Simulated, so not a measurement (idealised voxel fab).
process module | voxel wiring stack
cross-section cut | 220 nm wide | cells 5 nm
A cross-section is a grid of square cells, given in bands from the top down. A band is one or more rows of cells.
Each band's line starts with the height of the band's top and of its bottom, in nm. Then come its materials from left to right, each with its width in nm. One material with "throughout" fills the band from edge to edge. "air" is empty space.
Height 0 is the level under which the wafer as received is all one material. The lowest band goes on downwards, as in "0 down".
A width such as "30 to 40" changes by the same amount from each row of cells to the next, from the band's top row to its bottom row.
"no change" after a step means that no cell of the cross-section changed.
closed voids: empty space of 8 cells or more with no open way to the top, each as width x height at its distance from the left edge, in nm
after a step's settings: what the simulator itself notes on the step
overlay nm, on a step with a mask: how far to the right of its planned place the mask lay; to the left if negative
plan
1 op RECEIVE | material Si
2 op CONFORMAL_DEP | material SiO2 | thk nm 15
3 op CONFORMAL_DEP | material SiN | thk nm 5
4 op DIRECTIONAL_DEP | material SiO2 | thk nm 25
5 op PATTERN | tone open | mask id METAL_1 | material resist | width nm 25 | pitch nm 50 | thk nm 20 | overlay nm 0
6 op DIRECTIONAL_ETCH | etch materials SiO2 | depth nm 25
7 op DIRECTIONAL_ETCH | etch materials SiN | depth nm 5
8 op STRIP | etch materials resist
9 op CONFORMAL_DEP | material TiN | thk nm 5
10 op FILL_DEP | material W | thk nm 5
11 op CMP | height nm 45
12 op CONFORMAL_DEP | material SiCN | thk nm 5
13 op DIRECTIONAL_DEP | material SiO2 | thk nm 10
14 op PATTERN | tone open | mask id PLUG_1 | material resist | width nm 15 | pitch nm 50 | thk nm 20 | overlay nm 0
15 op DIRECTIONAL_ETCH | etch materials SiO2 | depth nm 10
16 op DIRECTIONAL_ETCH | etch materials SiCN | depth nm 5
17 op STRIP | etch materials resist
18 op EPI | material Ru | thk nm 10
19 op EPI | material Ru | thk nm 5
20 op DIRECTIONAL_DEP | material TiN | thk nm 5
21 op DIRECTIONAL_DEP | material Ru | thk nm 25
22 op PATTERN | tone cover | mask id METAL_2 | material resist | width nm 25 | pitch nm 50 | thk nm 15 | overlay nm 0
23 op DIRECTIONAL_ETCH | etch materials Ru | depth nm 25
24 op DIRECTIONAL_ETCH | etch materials TiN | depth nm 5
25 op STRIP | etch materials resist
26 op FILL_DEP | material SiO2 | thk nm 10
27 op CMP | height nm 90
28 op CONFORMAL_DEP | material SiN | thk nm 5
first wafer, as planned
as received, after step 1
  0 down: Si throughout
  closed voids: none
after step 2
  15 to 0: SiO2 throughout
  below 0: unchanged
after step 3
  20 to 15: SiN throughout
  below 15: unchanged
after step 4
  45 to 20: SiO2 throughout
  below 20: unchanged
after step 5
  65 to 45: resist 70 | air 25 | resist 25 | air 25 | resist 75
  below 45: unchanged
after step 6
  65 to 45: resist 70 | air 25 | resist 25 | air 25 | resist 75
  45 to 20: SiO2 70 | air 25 | SiO2 25 | air 25 | SiO2 75
  below 20: unchanged
after step 7
  65 to 45: resist 70 | air 25 | resist 25 | air 25 | resist 75
  45 to 20: SiO2 70 | air 25 | SiO2 25 | air 25 | SiO2 75
  20 to 15: SiN 70 | air 25 | SiN 25 | air 25 | SiN 75
  below 15: unchanged
after step 8
  45 to 20: SiO2 70 | air 25 | SiO2 25 | air 25 | SiO2 75
  below 20: unchanged
after step 9
  50 to 45: TiN 75 | air 15 | TiN 35 | air 15 | TiN 80
  45 to 20: SiO2 70 | TiN 5 | air 15 | TiN 5 | SiO2 25 | TiN 5 | air 15 | TiN 5 | SiO2 75
  20 to 15: SiN 70 | TiN 25 | SiN 25 | TiN 25 | SiN 75
  below 15: unchanged
after step 10
  55 to 50: W throughout
  50 to 45: TiN 75 | W 15 | TiN 35 | W 15 | TiN 80
  45 to 20: SiO2 70 | TiN 5 | W 15 | TiN 5 | SiO2 25 | TiN 5 | W 15 | TiN 5 | SiO2 75
  below 20: unchanged
after step 11
  45 to 20: SiO2 70 | TiN 5 | W 15 | TiN 5 | SiO2 25 | TiN 5 | W 15 | TiN 5 | SiO2 75
  below 20: unchanged
after step 12
  50 to 45: SiCN throughout
  below 45: unchanged
after step 13
  60 to 50: SiO2 throughout
  below 50: unchanged
after step 14
  80 to 60: resist 70 | air 15 | resist 35 | air 15 | resist 85
  below 60: unchanged
after step 15
  80 to 60: resist 70 | air 15 | resist 35 | air 15 | resist 85
  60 to 50: SiO2 70 | air 15 | SiO2 35 | air 15 | SiO2 85
  below 50: unchanged
after step 16
  80 to 60: resist 70 | air 15 | resist 35 | air 15 | resist 85
  60 to 50: SiO2 70 | air 15 | SiO2 35 | air 15 | SiO2 85
  50 to 45: SiCN 70 | air 15 | SiCN 35 | air 15 | SiCN 85
  below 45: unchanged
after step 17
  60 to 50: SiO2 70 | air 15 | SiO2 35 | air 15 | SiO2 85
  below 50: unchanged
after step 18
  60 to 55: SiO2 70 | air 15 | SiO2 35 | air 15 | SiO2 85
  55 to 50: SiO2 70 | Ru 15 | SiO2 35 | Ru 15 | SiO2 85
  50 to 45: SiCN 70 | Ru 15 | SiCN 35 | Ru 15 | SiCN 85
  below 45: unchanged
after step 19
  60 to 50: SiO2 70 | Ru 15 | SiO2 35 | Ru 15 | SiO2 85
  below 50: unchanged
after step 20
  65 to 60: TiN throughout
  below 60: unchanged
after step 21
  90 to 65: Ru throughout
  below 65: unchanged
after step 22
  105 to 90: air 70 | resist 25 | air 25 | resist 25 | air 75
  below 90: unchanged
after step 23
  105 to 90: air 70 | resist 25 | air 25 | resist 25 | air 75
  90 to 65: air 70 | Ru 25 | air 25 | Ru 25 | air 75
  below 65: unchanged
after step 24
  105 to 90: air 70 | resist 25 | air 25 | resist 25 | air 75
  90 to 65: air 70 | Ru 25 | air 25 | Ru 25 | air 75
  65 to 60: air 70 | TiN 25 | air 25 | TiN 25 | air 75
  below 60: unchanged
after step 25
  90 to 65: air 70 | Ru 25 | air 25 | Ru 25 | air 75
  below 65: unchanged
after step 26
  100 to 90: SiO2 throughout
  90 to 65: SiO2 70 | Ru 25 | SiO2 25 | Ru 25 | SiO2 75
  65 to 60: SiO2 70 | TiN 25 | SiO2 25 | TiN 25 | SiO2 75
  below 60: unchanged
after step 27
  90 to 65: SiO2 70 | Ru 25 | SiO2 25 | Ru 25 | SiO2 75
  below 65: unchanged
after step 28
  95 to 90: SiN throughout
  below 90: unchanged
second wafer: like start, like plan, one mistake. Through step 1 it matches the first wafer
when step 2 should have ended
  30 to 0: SiO2 throughout
  below 0: unchanged
when step 3 should have ended
  35 to 30: SiN throughout
  below 30: unchanged
when step 4 should have ended
  60 to 35: SiO2 throughout
  below 35: unchanged
when step 5 should have ended
  80 to 60: resist 70 | air 25 | resist 25 | air 25 | resist 75
  below 60: unchanged
when step 6 should have ended
  80 to 60: resist 70 | air 25 | resist 25 | air 25 | resist 75
  60 to 35: SiO2 70 | air 25 | SiO2 25 | air 25 | SiO2 75
  below 35: unchanged
when step 7 should have ended
  80 to 60: resist 70 | air 25 | resist 25 | air 25 | resist 75
  60 to 35: SiO2 70 | air 25 | SiO2 25 | air 25 | SiO2 75
  35 to 30: SiN 70 | air 25 | SiN 25 | air 25 | SiN 75
  below 30: unchanged
when step 8 should have ended
  60 to 35: SiO2 70 | air 25 | SiO2 25 | air 25 | SiO2 75
  below 35: unchanged
when step 9 should have ended
  65 to 60: TiN 75 | air 15 | TiN 35 | air 15 | TiN 80
  60 to 35: SiO2 70 | TiN 5 | air 15 | TiN 5 | SiO2 25 | TiN 5 | air 15 | TiN 5 | SiO2 75
  35 to 30: SiN 70 | TiN 25 | SiN 25 | TiN 25 | SiN 75
  below 30: unchanged
when step 10 should have ended
  70 to 65: W throughout
  65 to 60: TiN 75 | W 15 | TiN 35 | W 15 | TiN 80
  60 to 35: SiO2 70 | TiN 5 | W 15 | TiN 5 | SiO2 25 | TiN 5 | W 15 | TiN 5 | SiO2 75
  below 35: unchanged
when step 11 should have ended
  45 to 35: SiO2 70 | TiN 5 | W 15 | TiN 5 | SiO2 25 | TiN 5 | W 15 | TiN 5 | SiO2 75
  below 35: unchanged
when step 12 should have ended
  50 to 45: SiCN throughout
  below 45: unchanged
when step 13 should have ended
  60 to 50: SiO2 throughout
  below 50: unchanged
when step 14 should have ended
  80 to 60: resist 70 | air 15 | resist 35 | air 15 | resist 85
  below 60: unchanged
when step 15 should have ended
  80 to 60: resist 70 | air 15 | resist 35 | air 15 | resist 85
  60 to 50: SiO2 70 | air 15 | SiO2 35 | air 15 | SiO2 85
  below 50: unchanged
when step 16 should have ended
  80 to 60: resist 70 | air 15 | resist 35 | air 15 | resist 85
  60 to 50: SiO2 70 | air 15 | SiO2 35 | air 15 | SiO2 85
  50 to 45: SiCN 70 | air 15 | SiCN 35 | air 15 | SiCN 85
  below 45: unchanged
when step 17 should have ended
  60 to 50: SiO2 70 | air 15 | SiO2 35 | air 15 | SiO2 85
  below 50: unchanged
when step 18 should have ended
  60 to 55: SiO2 70 | air 15 | SiO2 35 | air 15 | SiO2 85
  55 to 50: SiO2 70 | Ru 15 | SiO2 35 | Ru 15 | SiO2 85
  50 to 45: SiCN 70 | Ru 15 | SiCN 35 | Ru 15 | SiCN 85
  below 45: unchanged
when step 19 should have ended
  60 to 50: SiO2 70 | Ru 15 | SiO2 35 | Ru 15 | SiO2 85
  below 50: unchanged
when step 20 should have ended
  65 to 60: TiN throughout
  below 60: unchanged
when step 21 should have ended
  90 to 65: Ru throughout
  below 65: unchanged
when step 22 should have ended
  105 to 90: air 70 | resist 25 | air 25 | resist 25 | air 75
  below 90: unchanged
when step 23 should have ended
  105 to 90: air 70 | resist 25 | air 25 | resist 25 | air 75
  90 to 65: air 70 | Ru 25 | air 25 | Ru 25 | air 75
  below 65: unchanged
when step 24 should have ended
  105 to 90: air 70 | resist 25 | air 25 | resist 25 | air 75
  90 to 65: air 70 | Ru 25 | air 25 | Ru 25 | air 75
  65 to 60: air 70 | TiN 25 | air 25 | TiN 25 | air 75
  below 60: unchanged
when step 25 should have ended
  90 to 65: air 70 | Ru 25 | air 25 | Ru 25 | air 75
  below 65: unchanged
when step 26 should have ended
  100 to 90: SiO2 throughout
  90 to 65: SiO2 70 | Ru 25 | SiO2 25 | Ru 25 | SiO2 75
  65 to 60: SiO2 70 | TiN 25 | SiO2 25 | TiN 25 | SiO2 75
  below 60: unchanged
when step 27 should have ended
  90 to 65: SiO2 70 | Ru 25 | SiO2 25 | Ru 25 | SiO2 75
  below 65: unchanged
when step 28 should have ended
  95 to 90: SiN throughout
  below 90: unchanged
what went wrong: step 2 was run twice
at the end the second wafer has, in cells: 30 more of SiO2 | 12 fewer of TiN | 18 fewer of W
